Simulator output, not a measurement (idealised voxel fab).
process module | voxel released beams
cross-section cut | 240 nm wide | cells 5 nm
A cross-section is a grid of square cells, given in bands from the top down. A band is one or more rows of cells.
Each band's line starts with the height of the band's top and of its bottom, in nm. Then come its materials from left to right, each with its width in nm. One material with "throughout" fills the band from edge to edge. "air" is empty space.
Height 0 is the level under which the wafer as received is all one material. The lowest band goes on downwards, as in "0 down".
A width such as "30 to 40" changes by the same amount from each row of cells to the next, from the band's top row to its bottom row.
"no change" after a step means that no cell of the cross-section changed.
closed voids: empty space of 8 cells or more with no open way to the top, each as width x height at its distance from the left edge, in nm
after a step's settings: what the simulator itself notes on the step
overlay nm, on a step with a mask: how far to the right of its planned place the mask lay; to the left if negative
Each pair below shows a cross-section before one step and the cross-section after it, down to the lowest band that changed. The line under each pair gives the step between them, with its settings. The pairs can come from different runs of this module on the same starting wafer, so a pair continues from the pair above only where its "before" says so.
before
  0 down: Si throughout
  closed voids: none
after
  5 to 0: SiN throughout
  below 0: unchanged
  closed voids: none
the step between: op CONFORMAL_DEP | material SiN | thk nm 5
before: the cross-section after the pair above
after
  20 to 5: SiO2 throughout
  below 5: unchanged
  closed voids: none
the step between: op DIRECTIONAL_DEP | material SiO2 | thk nm 15
before: the cross-section after the pair above
after
  35 to 20: resist 80 | air 40 | resist 120
  below 20: unchanged
  closed voids: none
the step between: op PATTERN | tone open | mask id ANCHOR | material resist | width nm 40 | thk nm 15 | overlay nm 0
before: the cross-section after the pair above
after
  35 to 20: resist 80 | air 40 | resist 120
  20 to 5: SiO2 80 | air 40 | SiO2 120
  below 5: unchanged
  closed voids: none
the step between: op DIRECTIONAL_ETCH | etch materials SiO2 | depth nm 15
before: the cross-section after the pair above
after
  20 to 5: SiO2 80 | air 40 | SiO2 120
  below 5: unchanged
  closed voids: none
the step between: op STRIP | etch materials resist
before: the cross-section after the pair above
after
  35 to 20: TiN 95 | air 10 | TiN 135
  20 to 5: SiO2 80 | TiN 40 | SiO2 120
  below 5: unchanged
  closed voids: none
the step between: op CONFORMAL_DEP | material TiN | thk nm 15
before: the cross-section after the pair above
after
  35 to 20: air 75 | TiN 20 | air 10 | TiN 55 | air 80
  below 20: unchanged
  closed voids: none
the step between: op MASKED_ETCH | tone cover | mask id BEAM | width nm 85 | etch materials TiN | depth nm 15 | overlay nm 0
before: the cross-section after the pair above
after
  35 to 20: air 75 | TiN 20 | air 10 | TiN 55 | air 80
  20 to 5: air 80 | TiN 40 | air 120
  below 5: unchanged
  closed voids: none
the step between: op STRIP | etch materials SiO2
before
  0 down: Si throughout
  closed voids: none
after
  15 to 0: SiO2 throughout
  below 0: unchanged
  closed voids: none
the step between: op DIRECTIONAL_DEP | material SiO2 | thk nm 15
before: the cross-section after the pair above
after
  30 to 15: resist 80 | air 40 | resist 120
  below 15: unchanged
  closed voids: none
the step between: op PATTERN | tone open | mask id ANCHOR | material resist | width nm 40 | thk nm 15 | overlay nm 0
before: the cross-section after the pair above
after
  30 to 15: resist 80 | air 40 | resist 120
  15 to 0: SiO2 80 | air 40 | SiO2 120
  below 0: unchanged
  closed voids: none
the step between: op DIRECTIONAL_ETCH | etch materials SiO2 | depth nm 15
before: the cross-section after the pair above
after
  15 to 0: SiO2 80 | air 40 | SiO2 120
  below 0: unchanged
  closed voids: none
the step between: op STRIP | etch materials resist
before: the cross-section after the pair above
after
  30 to 15: TiN 95 | air 10 | TiN 135
  15 to 0: SiO2 80 | TiN 40 | SiO2 120
  below 0: unchanged
  closed voids: none
the step between: op CONFORMAL_DEP | material TiN | thk nm 15
before: the cross-section after the pair above
after
  30 to 15: air 75 | TiN 20 | air 10 | TiN 55 | air 80
  below 15: unchanged
  closed voids: none
the step between: op MASKED_ETCH | tone cover | mask id BEAM | width nm 85 | etch materials TiN | depth nm 15 | overlay nm 0
before: the cross-section after the pair above
after
  30 to 15: air 75 | TiN 20 | air 10 | TiN 55 | air 80
  15 to 0: air 80 | TiN 40 | air 120
  below 0: unchanged
  closed voids: none
the step between: op STRIP | etch materials SiO2
before
  35 to 20: TiN 95 | air 10 | TiN 135
  20 to 5: SiO2 80 | TiN 40 | SiO2 120
  5 to 0: SiN throughout
  0 down: Si throughout
  closed voids: none
after
  50 to 20: TiN throughout
  below 20: unchanged
  closed voids: none
the step between: op CONFORMAL_DEP | material TiN | thk nm 15
before: the cross-section after the pair above
after
  50 to 35: air 75 | TiN 85 | air 80
  below 35: unchanged
  closed voids: none
the step between: op MASKED_ETCH | tone cover | mask id BEAM | width nm 85 | etch materials TiN | depth nm 15 | overlay nm 0
before
  15 to 0: SiO2 throughout
  0 down: Si throughout
  closed voids: none
after
  20 to 15: SiN throughout
  below 15: unchanged
  closed voids: none
the step between: op CONFORMAL_DEP | material SiN | thk nm 5
before: the cross-section after the pair above
after
  35 to 20: resist 80 | air 40 | resist 120
  below 20: unchanged
  closed voids: none
the step between: op PATTERN | tone open | mask id ANCHOR | material resist | width nm 40 | thk nm 15 | overlay nm 0
before: the cross-section after the pair above
after
  20 to 15: SiN throughout
  below 15: unchanged
  closed voids: none
the step between: op STRIP | etch materials resist
before: the cross-section after the pair above
after
  35 to 20: TiN throughout
  below 20: unchanged
  closed voids: none
the step between: op CONFORMAL_DEP | material TiN | thk nm 15
before: the cross-section after the pair above
after
  35 to 20: air 75 | TiN 85 | air 80
  below 20: unchanged
  closed voids: none
the step between: op MASKED_ETCH | tone cover | mask id BEAM | width nm 85 | etch materials TiN | depth nm 15 | overlay nm 0
before
  35 to 20: TiN 95 | air 10 | TiN 135
  20 to 5: SiO2 80 | TiN 40 | SiO2 120
  5 to 0: SiN throughout
  0 down: Si throughout
  closed voids: none
after
  35 to 25: air 75 | TiN 20 | air 10 | TiN 55 | air 80
  below 25: unchanged
  closed voids: none
the step between: op MASKED_ETCH | tone cover | mask id BEAM | width nm 85 | etch materials TiN | depth nm 10 | overlay nm 0
before
  35 to 20: TiN 95 | air 10 | TiN 135
  20 to 5: SiO2 80 | TiN 40 | SiO2 120
  5 to 0: SiN throughout
  0 down: Si throughout
  closed voids: none
after
  35 to 20: air 70 | TiN 25 | air 10 | TiN 60 | air 75
  below 20: unchanged
  closed voids: none
the step between: op MASKED_ETCH | tone cover | mask id BEAM | width nm 95 | etch materials TiN | depth nm 15 | overlay nm 0
before: the cross-section after the pair above
after
  35 to 20: air 70 | TiN 25 | air 10 | TiN 60 | air 75
  20 to 5: air 80 | TiN 40 | air 120
  below 5: unchanged
  closed voids: none
the step between: op STRIP | etch materials SiO2
before
  35 to 20: TiN 95 | air 10 | TiN 135
  20 to 5: SiO2 80 | TiN 40 | SiO2 120
  5 to 0: SiN throughout
  0 down: Si throughout
  closed voids: none
after
  35 to 20: air 85 | TiN 10 | air 10 | TiN 65 | air 70
  below 20: unchanged
  closed voids: none
the step between: op MASKED_ETCH | tone cover | mask id BEAM | width nm 85 | etch materials TiN | depth nm 15 | overlay nm 10
before: the cross-section after the pair above
after
  35 to 20: air 85 | TiN 10 | air 10 | TiN 65 | air 70
  20 to 5: air 80 | TiN 40 | air 120
  below 5: unchanged
  closed voids: none
the step between: op STRIP | etch materials SiO2
before
  35 to 20: resist 80 | air 40 | resist 120
  20 to 5: SiO2 80 | air 40 | SiO2 120
  5 to 0: SiN throughout
  0 down: Si throughout
  closed voids: none
after
  0 down: Si throughout
  closed voids: none
the step between: op STRIP | etch materials SiN
before: the cross-section after the pair above
after
  15 to 0: TiN throughout
  below 0: unchanged
  closed voids: none
the step between: op CONFORMAL_DEP | material TiN | thk nm 15
before: the cross-section after the pair above
after
  15 to 0: air 75 | TiN 85 | air 80
  below 0: unchanged
  closed voids: none
the step between: op MASKED_ETCH | tone cover | mask id BEAM | width nm 85 | etch materials TiN | depth nm 15 | overlay nm 0
before
  20 to 5: SiO2 throughout
  5 to 0: SiN throughout
  0 down: Si throughout
  closed voids: none
after
  35 to 20: air 80 | resist 40 | air 120
  below 20: unchanged
  closed voids: none
the step between: op PATTERN | tone cover | mask id ANCHOR | material resist | width nm 40 | thk nm 15 | overlay nm 0
before: the cross-section after the pair above
after
  35 to 20: air 80 | resist 40 | air 120
  20 to 5: air 80 | SiO2 40 | air 120
  below 5: unchanged
  closed voids: none
the step between: op DIRECTIONAL_ETCH | etch materials SiO2 | depth nm 15
before: the cross-section after the pair above
after
  20 to 5: air 80 | SiO2 40 | air 120
  below 5: unchanged
  closed voids: none
the step between: op STRIP | etch materials resist
before: the cross-section after the pair above
after
  35 to 20: air 65 | TiN 70 | air 105
  20 to 5: TiN 80 | SiO2 40 | TiN 120
  below 5: unchanged
  closed voids: none
the step between: op CONFORMAL_DEP | material TiN | thk nm 15
before: the cross-section after the pair above
after
  35 to 20: air 75 | TiN 60 | air 105
  20 to 5: air 65 | TiN 15 | SiO2 40 | TiN 40 | air 80
  below 5: unchanged
  closed voids: none
the step between: op MASKED_ETCH | tone cover | mask id BEAM | width nm 85 | etch materials TiN | depth nm 15 | overlay nm 0
